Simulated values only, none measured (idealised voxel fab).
Presented below is a process module, voxel tone inversion.
It is cross-section cut that appears here, measuring 270 nm in width, its square cells being 5 nm in size.
Cross-section, as written here: a square-cell grid given band by band from the top down, where a band holds one or more rows of cells.
The band entry comprises the height of the band's top followed by the height of its bottom, expressed in nm, and subsequently the band's materials from left to right, each stated together with its width in nm. Where a single material is marked with the word "edge to edge", that material fills the band from edge to edge. The word "air" represents empty space.
A quick word on heights: they are counted from 0, and under that level the wafer as it came to us is one material throughout. The lowest band is different from the rest in having no bottom; it simply continues downward, written as in "from 0 down".
The notation "30->40" denotes a width that varies across the rows of cells in the band, beginning at the first number in the top row, finishing at the second number in the bottom row, and changing by an identical amount from each row to the next.
Given "changes: none" for a step, no cell of the cross-section differs between before and after that step.
Look at "Closed internal cavities" for the closed voids: empty spaces with no open path to the top, sized 8 cells or up. Each is width x height at distance, distance from the left edge, all nm.
Read whatever lies past the settings on a step's line as the simulator's own remark about the step.
"overlay nm" denotes, for a step that has a mask, the displacement of the mask to the right of its planned place, with negative values corresponding to the left.

Intended process steps:
| 1 | RECEIVE | material Si |
| 2 | CONFORMAL_DEP | material SiCN | thk nm 10 |
| 3 | DIRECTIONAL_DEP | material polySi | thk nm 15 |
| 4 | PATTERN | tone cover | mask id POSTS | material resist | width nm 15 | pitch nm 35 | thk nm 25 | overlay nm 0 |
| 5 | DIRECTIONAL_ETCH | etch materials polySi | depth nm 15 |
| 6 | STRIP | etch materials resist |
| 7 | FILL_DEP | material lowk | thk nm 10 |
| 8 | CMP | height nm 25 |
| 9 | STRIP | etch materials polySi |
| 10 | CONFORMAL_DEP | material TiN | thk nm 5 |
| 11 | FILL_DEP | material Ru | thk nm 5 |
| 12 | CMP | height nm 25 |
| 13 | CONFORMAL_DEP | material SiCN | thk nm 5 |

Step 1 complete: cross-section of the wafer as received:
* from 0 down: Si edge to edge
* Closed internal cavities: none

Result of the module, cross-sectioned: start per above, plan per above, one error in how it was run:
* from 30 to 25: SiCN edge to edge
* from 25 to 15: lowk edge to edge
* from 15 to 0: 90 nm lowk, 15 nm polySi, 20 nm lowk, 15 nm polySi, 20 nm lowk, 15 nm polySi, 95 nm lowk
* from 0 down: Si edge to edge
* Closed internal cavities: none
Diagnosis: skipped: plan step 2 (never run)
